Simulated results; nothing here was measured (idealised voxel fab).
Documented hereafter: the process module known as voxel capacitor over wiring.
The width of the displayed cross-section, cut, is 210 nm; its cells are square, with a size of 5 nm.
When this document writes out a cross-section, it uses a grid of square cells and lists it as bands, beginning at the top and moving down, with a band standing for one or more rows of cells.
The entry gives the band's vertical extent as a top height and a bottom height in nm, then its horizontal make-up as materials from left to right, each with a width in nm. "empty" stands for empty space; a single material marked "throughout" fills the band edge to edge.
Ref level 0: as-received wafer is one material below here. Bottom band extends down with no lower bound ("top 0, no bottom").
When a width is written as two numbers, as in "30->40", the first number is the width in the top row of cells of the band and the second is the width in its bottom row, and the width changes by the same amount from each row to the next.
"no modification" means the step left every cell of the cross-section as it was.
Empty spaces without an open route to the top, at least 8 cells in extent, make up the entry "Entrapped voids"; each is given as width x height at distance, where the distance is measured from the left edge, and all are in nm.
Where a step's line continues beyond its settings, the continuation is a remark by the simulator itself on that step.
Each step line may optionally specify "overlay nm", which for a step with a mask gives the rightward distance between the mask's planned place and where it lay, a negative value indicating the leftward direction.

THE STEPS PLANNED FOR THE PROCESS ARE AS FOLLOWS
1: RECEIVE [material Si]
2: CONFORMAL_DEP [material SiO2] [thk nm 15]
3: CONFORMAL_DEP [material SiCN] [thk nm 5]
4: DIRECTIONAL_DEP [material SiO2] [thk nm 20]
5: PATTERN [tone open] [mask id METAL_1] [material resist] [width nm 20] [pitch nm 80] [thk nm 15] [overlay nm 0]
6: DIRECTIONAL_ETCH [etch materials SiO2] [depth nm 20]
7: DIRECTIONAL_ETCH [etch materials SiCN] [depth nm 5]
8: STRIP [etch materials resist]
9: CONFORMAL_DEP [material TiN] [thk nm 5]
10: FILL_DEP [material W] [thk nm 10]
11: CMP [height nm 40]
12: EPI [material Ru] [thk nm 5]
13: FILL_DEP [material SiCN] [thk nm 5]
14: DIRECTIONAL_DEP [material lowk] [thk nm 15]
15: MASKED_ETCH [tone open] [mask id PLUG_1] [width nm 15] [etch materials lowk] [depth nm 15] [overlay nm 0]
16: MASKED_ETCH [tone open] [mask id PLUG_1] [width nm 15] [etch materials SiCN] [depth nm 5] [overlay nm 0]
17: EPI [material Ru] [thk nm 10]
18: EPI [material Ru] [thk nm 10]
19: DIRECTIONAL_DEP [material TiN] [thk nm 5]
20: DIRECTIONAL_DEP [material HfO2] [thk nm 5]
21: DIRECTIONAL_DEP [material TiN] [thk nm 5]
22: PATTERN [tone cover] [mask id UPPER_PLATE] [material resist] [width nm 65] [thk nm 20] [overlay nm 0]
23: DIRECTIONAL_ETCH [etch materials TiN] [depth nm 5]
24: DIRECTIONAL_ETCH [etch materials HfO2] [depth nm 5]
25: STRIP [etch materials resist]
26: MASKED_ETCH [tone cover] [mask id LOWER_PLATE] [width nm 75] [etch materials TiN] [depth nm 5] [overlay nm 0]
27: FILL_DEP [material SiO2] [thk nm 20]
28: CMP [height nm 95]
29: PATTERN [tone open] [mask id PLUG_2] [material resist] [width nm 15] [thk nm 20] [overlay nm 0]
30: DIRECTIONAL_ETCH [etch materials SiO2] [depth nm 15]
31: STRIP [etch materials resist]
32: CONFORMAL_DEP [material TiN] [thk nm 5]
33: FILL_DEP [material Cu] [thk nm 10]
34: CMP [height nm 95]
35: CONFORMAL_DEP [material SiN] [thk nm 5]

FIRST WAFER, TWO IN TOTAL, RUN AS PLANNED

WAFER CROSS-SECTION ON RECEIPT, I.E. AFTER STEP 1
> top 0, no bottom = Si throughout
> Entrapped voids: none

PRESENTED HERE IS A CROSS-SECTION OF THE WAFER AFTER STEP 2 HAS BEEN PERFORMED
> top 15, bottom 0 = SiO2 throughout
> Note: structure below 0 unchanged.

PRESENTED HERE IS A CROSS-SECTION OF THE WAFER AFTER STEP 3 HAS BEEN PERFORMED
> top 20, bottom 15 = SiCN throughout
> Note: structure below 15 unchanged.

PRESENTED HERE IS A CROSS-SECTION OF THE WAFER AFTER STEP 4 HAS BEEN PERFORMED
> top 40, bottom 20 = SiO2 throughout
> Note: structure below 20 unchanged.

PRESENTED HERE IS A CROSS-SECTION OF THE WAFER AFTER STEP 5 HAS BEEN PERFORMED
> top 55, bottom 40 = 55 resist  20 empty  60 resist  20 empty  55 resist
> Note: structure below 40 unchanged.

PRESENTED HERE IS A CROSS-SECTION OF THE WAFER AFTER STEP 6 HAS BEEN PERFORMED
> top 55, bottom 40 = 55 resist  20 empty  60 resist  20 empty  55 resist
> top 40, bottom 20 = 55 SiO2  20 empty  60 SiO2  20 empty  55 SiO2
> Note: structure below 20 unchanged.

PRESENTED HERE IS A CROSS-SECTION OF THE WAFER AFTER STEP 7 HAS BEEN PERFORMED
> top 55, bottom 40 = 55 resist  20 empty  60 resist  20 empty  55 resist
> top 40, bottom 20 = 55 SiO2  20 empty  60 SiO2  20 empty  55 SiO2
> top 20, bottom 15 = 55 SiCN  20 empty  60 SiCN  20 empty  55 SiCN
> Note: structure below 15 unchanged.

PRESENTED HERE IS A CROSS-SECTION OF THE WAFER AFTER STEP 8 HAS BEEN PERFORMED
> top 40, bottom 20 = 55 SiO2  20 empty  60 SiO2  20 empty  55 SiO2
> Note: structure below 20 unchanged.

PRESENTED HERE IS A CROSS-SECTION OF THE WAFER AFTER STEP 9 HAS BEEN PERFORMED
> top 45, bottom 40 = 60 TiN  10 empty  70 TiN  10 empty  60 TiN
> top 40, bottom 20 = 55 SiO2  5 TiN  10 empty  5 TiN  60 SiO2  5 TiN  10 empty  5 TiN  55 SiO2
> top 20, bottom 15 = 55 SiCN  20 TiN  60 SiCN  20 TiN  55 SiCN
> Note: structure below 15 unchanged.

PRESENTED HERE IS A CROSS-SECTION OF THE WAFER AFTER STEP 10 HAS BEEN PERFORMED
> top 55, bottom 45 = W throughout
> top 45, bottom 40 = 60 TiN  10 W  70 TiN  10 W  60 TiN
> top 40, bottom 20 = 55 SiO2  5 TiN  10 W  5 TiN  60 SiO2  5 TiN  10 W  5 TiN  55 SiO2
> Note: structure below 20 unchanged.

PRESENTED HERE IS A CROSS-SECTION OF THE WAFER AFTER STEP 11 HAS BEEN PERFORMED
> top 40, bottom 20 = 55 SiO2  5 TiN  10 W  5 TiN  60 SiO2  5 TiN  10 W  5 TiN  55 SiO2
> Note: structure below 20 unchanged.

PRESENTED HERE IS A CROSS-SECTION OF THE WAFER AFTER STEP 12 HAS BEEN PERFORMED
> top 45, bottom 40 = 50 empty  30 Ru  50 empty  30 Ru  50 empty
> Note: structure below 40 unchanged.

PRESENTED HERE IS A CROSS-SECTION OF THE WAFER AFTER STEP 13 HAS BEEN PERFORMED
> top 50, bottom 45 = SiCN throughout
> top 45, bottom 40 = 50 SiCN  30 Ru  50 SiCN  30 Ru  50 SiCN
> Note: structure below 40 unchanged.

PRESENTED HERE IS A CROSS-SECTION OF THE WAFER AFTER STEP 14 HAS BEEN PERFORMED
> top 65, bottom 50 = lowk throughout
> Note: structure below 50 unchanged.

PRESENTED HERE IS A CROSS-SECTION OF THE WAFER AFTER STEP 15 HAS BEEN PERFORMED
> top 65, bottom 50 = 60 lowk  15 empty  135 lowk
> Note: structure below 50 unchanged.

PRESENTED HERE IS A CROSS-SECTION OF THE WAFER AFTER STEP 16 HAS BEEN PERFORMED
> top 65, bottom 50 = 60 lowk  15 empty  135 lowk
> top 50, bottom 45 = 60 SiCN  15 empty  135 SiCN
> Note: structure below 45 unchanged.

PRESENTED HERE IS A CROSS-SECTION OF THE WAFER AFTER STEP 17 HAS BEEN PERFORMED
> top 65, bottom 55 = 60 lowk  15 empty  135 lowk
> top 55, bottom 50 = 60 lowk  15 Ru  135 lowk
> top 50, bottom 45 = 60 SiCN  15 Ru  135 SiCN
> Note: structure below 45 unchanged.

PRESENTED HERE IS A CROSS-SECTION OF THE WAFER AFTER STEP 18 HAS BEEN PERFORMED
> top 65, bottom 50 = 60 lowk  15 Ru  135 lowk
> Note: structure below 50 unchanged.

PRESENTED HERE IS A CROSS-SECTION OF THE WAFER AFTER STEP 19 HAS BEEN PERFORMED
> top 70, bottom 65 = TiN throughout
> Note: structure below 65 unchanged.

PRESENTED HERE IS A CROSS-SECTION OF THE WAFER AFTER STEP 20 HAS BEEN PERFORMED
> top 75, bottom 70 = HfO2 throughout
> Note: structure below 70 unchanged.

PRESENTED HERE IS A CROSS-SECTION OF THE WAFER AFTER STEP 21 HAS BEEN PERFORMED
> top 80, bottom 75 = TiN throughout
> Note: structure below 75 unchanged.

PRESENTED HERE IS A CROSS-SECTION OF THE WAFER AFTER STEP 22 HAS BEEN PERFORMED
> top 100, bottom 80 = 60 empty  65 resist  85 empty
> Note: structure below 80 unchanged.

PRESENTED HERE IS A CROSS-SECTION OF THE WAFER AFTER STEP 23 HAS BEEN PERFORMED
> top 100, bottom 80 = 60 empty  65 resist  85 empty
> top 80, bottom 75 = 60 empty  65 TiN  85 empty
> Note: structure below 75 unchanged.

PRESENTED HERE IS A CROSS-SECTION OF THE WAFER AFTER STEP 24 HAS BEEN PERFORMED
> top 100, bottom 80 = 60 empty  65 resist  85 empty
> top 80, bottom 75 = 60 empty  65 TiN  85 empty
> top 75, bottom 70 = 60 empty  65 HfO2  85 empty
> Note: structure below 70 unchanged.

PRESENTED HERE IS A CROSS-SECTION OF THE WAFER AFTER STEP 25 HAS BEEN PERFORMED
> top 80, bottom 75 = 60 empty  65 TiN  85 empty
> Note: structure below 75 unchanged.

PRESENTED HERE IS A CROSS-SECTION OF THE WAFER AFTER STEP 26 HAS BEEN PERFORMED
> top 80, bottom 75 = 60 empty  65 TiN  85 empty
> top 75, bottom 70 = 60 empty  65 HfO2  85 empty
> top 70, bottom 65 = 55 empty  75 TiN  80 empty
> Note: structure below 65 unchanged.

PRESENTED HERE IS A CROSS-SECTION OF THE WAFER AFTER STEP 27 HAS BEEN PERFORMED
> top 100, bottom 80 = SiO2 throughout
> top 80, bottom 75 = 60 SiO2  65 TiN  85 SiO2
> top 75, bottom 70 = 60 SiO2  65 HfO2  85 SiO2
> top 70, bottom 65 = 55 SiO2  75 TiN  80 SiO2
> Note: structure below 65 unchanged.

PRESENTED HERE IS A CROSS-SECTION OF THE WAFER AFTER STEP 28 HAS BEEN PERFORMED
> top 95, bottom 80 = SiO2 throughout
> Note: structure below 80 unchanged.

PRESENTED HERE IS A CROSS-SECTION OF THE WAFER AFTER STEP 29 HAS BEEN PERFORMED
> top 115, bottom 95 = 70 resist  15 empty  125 resist
> Note: structure below 95 unchanged.

PRESENTED HERE IS A CROSS-SECTION OF THE WAFER AFTER STEP 30 HAS BEEN PERFORMED
> top 115, bottom 95 = 70 resist  15 empty  125 resist
> top 95, bottom 80 = 70 SiO2  15 empty  125 SiO2
> Note: structure below 80 unchanged.

PRESENTED HERE IS A CROSS-SECTION OF THE WAFER AFTER STEP 31 HAS BEEN PERFORMED
> top 95, bottom 80 = 70 SiO2  15 empty  125 SiO2
> Note: structure below 80 unchanged.

PRESENTED HERE IS A CROSS-SECTION OF THE WAFER AFTER STEP 32 HAS BEEN PERFORMED
> top 100, bottom 95 = 75 TiN  5 empty  130 TiN
> top 95, bottom 85 = 70 SiO2  5 TiN  5 empty  5 TiN  125 SiO2
> top 85, bottom 75 = 70->60 SiO2  15->65 TiN  125->85 SiO2
> Note: structure below 75 unchanged.

PRESENTED HERE IS A CROSS-SECTION OF THE WAFER AFTER STEP 33 HAS BEEN PERFORMED
> top 110, bottom 100 = Cu throughout
> top 100, bottom 95 = 75 TiN  5 Cu  130 TiN
> top 95, bottom 85 = 70 SiO2  5 TiN  5 Cu  5 TiN  125 SiO2
> Note: structure below 85 unchanged.

PRESENTED HERE IS A CROSS-SECTION OF THE WAFER AFTER STEP 34 HAS BEEN PERFORMED
> top 95, bottom 85 = 70 SiO2  5 TiN  5 Cu  5 TiN  125 SiO2
> Note: structure below 85 unchanged.

PRESENTED HERE IS A CROSS-SECTION OF THE WAFER AFTER STEP 35 HAS BEEN PERFORMED
> top 100, bottom 95 = SiN throughout
> Note: structure below 95 unchanged.

OKAY, SECOND WAFER. NOTHING DIFFERENT AT THE START, NOTHING DIFFERENT IN THE PLAN, JUST ONE MISTAKE SOMEWHERE IN THE RUNNING. AS FAR AS STEP 21, COUNTING THAT STEP, IT'S THE FIRST WAFER ALL OVER AGAIN

WHEN STEP 22 SHOULD HAVE ENDED
> top 100, bottom 80 = 65 empty  55 resist  90 empty
> Note: structure below 80 unchanged.

WHEN STEP 23 SHOULD HAVE ENDED
> top 100, bottom 80 = 65 empty  55 resist  90 empty
> top 80, bottom 75 = 65 empty  55 TiN  90 empty
> Note: structure below 75 unchanged.

WHEN STEP 24 SHOULD HAVE ENDED
> top 100, bottom 80 = 65 empty  55 resist  90 empty
> top 80, bottom 75 = 65 empty  55 TiN  90 empty
> top 75, bottom 70 = 65 empty  55 HfO2  90 empty
> Note: structure below 70 unchanged.

WHEN STEP 25 SHOULD HAVE ENDED
> top 80, bottom 75 = 65 empty  55 TiN  90 empty
> Note: structure below 75 unchanged.

WHEN STEP 26 SHOULD HAVE ENDED
> top 80, bottom 75 = 65 empty  55 TiN  90 empty
> top 75, bottom 70 = 65 empty  55 HfO2  90 empty
> top 70, bottom 65 = 55 empty  75 TiN  80 empty
> Note: structure below 65 unchanged.

WHEN STEP 27 SHOULD HAVE ENDED
> top 100, bottom 80 = SiO2 throughout
> top 80, bottom 75 = 65 SiO2  55 TiN  90 SiO2
> top 75, bottom 70 = 65 SiO2  55 HfO2  90 SiO2
> top 70, bottom 65 = 55 SiO2  75 TiN  80 SiO2
> Note: structure below 65 unchanged.

WHEN STEP 28 SHOULD HAVE ENDED
> top 95, bottom 80 = SiO2 throughout
> Note: structure below 80 unchanged.

WHEN STEP 29 SHOULD HAVE ENDED
> top 115, bottom 95 = 70 resist  15 empty  125 resist
> Note: structure below 95 unchanged.

WHEN STEP 30 SHOULD HAVE ENDED
> top 115, bottom 95 = 70 resist  15 empty  125 resist
> top 95, bottom 80 = 70 SiO2  15 empty  125 SiO2
> Note: structure below 80 unchanged.

WHEN STEP 31 SHOULD HAVE ENDED
> top 95, bottom 80 = 70 SiO2  15 empty  125 SiO2
> Note: structure below 80 unchanged.

WHEN STEP 32 SHOULD HAVE ENDED
> top 100, bottom 95 = 75 TiN  5 empty  130 TiN
> top 95, bottom 85 = 70 SiO2  5 TiN  5 empty  5 TiN  125 SiO2
> top 85, bottom 75 = 70->65 SiO2  15->55 TiN  125->90 SiO2
> Note: structure below 75 unchanged.

WHEN STEP 33 SHOULD HAVE ENDED
> top 110, bottom 100 = Cu throughout
> top 100, bottom 95 = 75 TiN  5 Cu  130 TiN
> top 95, bottom 85 = 70 SiO2  5 TiN  5 Cu  5 TiN  125 SiO2
> Note: structure below 85 unchanged.

WHEN STEP 34 SHOULD HAVE ENDED
> top 95, bottom 85 = 70 SiO2  5 TiN  5 Cu  5 TiN  125 SiO2
> Note: structure below 85 unchanged.

WHEN STEP 35 SHOULD HAVE ENDED
> top 100, bottom 95 = SiN throughout
> Note: structure below 95 unchanged.
Misprocessing identified: contrary to plan, step 22 was performed as PATTERN [tone cover] [mask id UPPER_PLATE] [material resist] [width nm 55] [thk nm 20] [overlay nm 0]
Count the cells at the end and the second wafer has more or fewer of some materials than the first: 2 fewer of HfO2, 4 more of SiO2, 2 fewer of TiN
